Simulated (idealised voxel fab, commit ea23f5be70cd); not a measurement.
process module | voxel air gaps
cross-section cut | 175 nm wide | cells 5 nm
A cross-section is a grid of square cells, given in bands from the top down. A band is one or more rows of cells.
Each band's line starts with the height of the band's top and of its bottom, in nm. Then come its materials from left to right, each with its width in nm. One material with "throughout" fills the band from edge to edge. "air" is empty space.
Height 0 is the level under which the wafer as received is all one material. The lowest band goes on downwards, as in "0 down".
A width such as "30 to 40" changes by the same amount from each row of cells to the next, from the band's top row to its bottom row.
"no change" after a step means that no cell of the cross-section changed.
closed voids: empty space of 8 cells or more with no open way to the top, each as width x height at its distance from the left edge, in nm
after a step's settings: what the simulator itself notes on the step
overlay nm, on a step with a mask: how far to the right of its planned place the mask lay; to the left if negative
plan
1 op RECEIVE | material Si
2 op CONFORMAL_DEP | material SiO2 | thk nm 15
3 op CONFORMAL_DEP | material SiN | thk nm 5
4 op DIRECTIONAL_DEP | material SiO2 | thk nm 35
5 op MASKED_ETCH | tone open | mask id LINES | width nm 15 | pitch nm 40 | etch materials SiO2 | depth nm 35 | overlay nm 0
6 op CONFORMAL_DEP | material TiN | thk nm 5
7 op FILL_DEP | material Cu | thk nm 10
8 op CMP | height nm 55
9 op EPI | material Ru | thk nm 10
10 op SELECTIVE_ETCH | etch materials SiO2 | depth nm 45
11 op CONFORMAL_DEP | material SiCN | thk nm 5
as received, after step 1
  0 down: Si throughout
  closed voids: none
a wafer at the end: this start, this plan, one mistake
  70 to 65: SiCN throughout
  65 to 55: Ru throughout
  55 to 50: TiN 25 | Cu 5 | TiN 35 | Cu 5 | TiN 35 | Cu 5 | TiN 35 | Cu 5 | TiN 25
  50 to 20: SiO2 20 | TiN 5 | Cu 5 | TiN 5 | SiO2 25 | TiN 5 | Cu 5 | TiN 5 | SiO2 25 | TiN 5 | Cu 5 | TiN 5 | SiO2 25 | TiN 5 | Cu 5 | TiN 5 | SiO2 20
  20 to 15: SiO2 20 | TiN 15 | SiO2 25 | TiN 15 | SiO2 25 | TiN 15 | SiO2 25 | TiN 15 | SiO2 20
  15 to 0: SiO2 throughout
  0 down: Si throughout
  closed voids: none
what went wrong: step 3 was left out
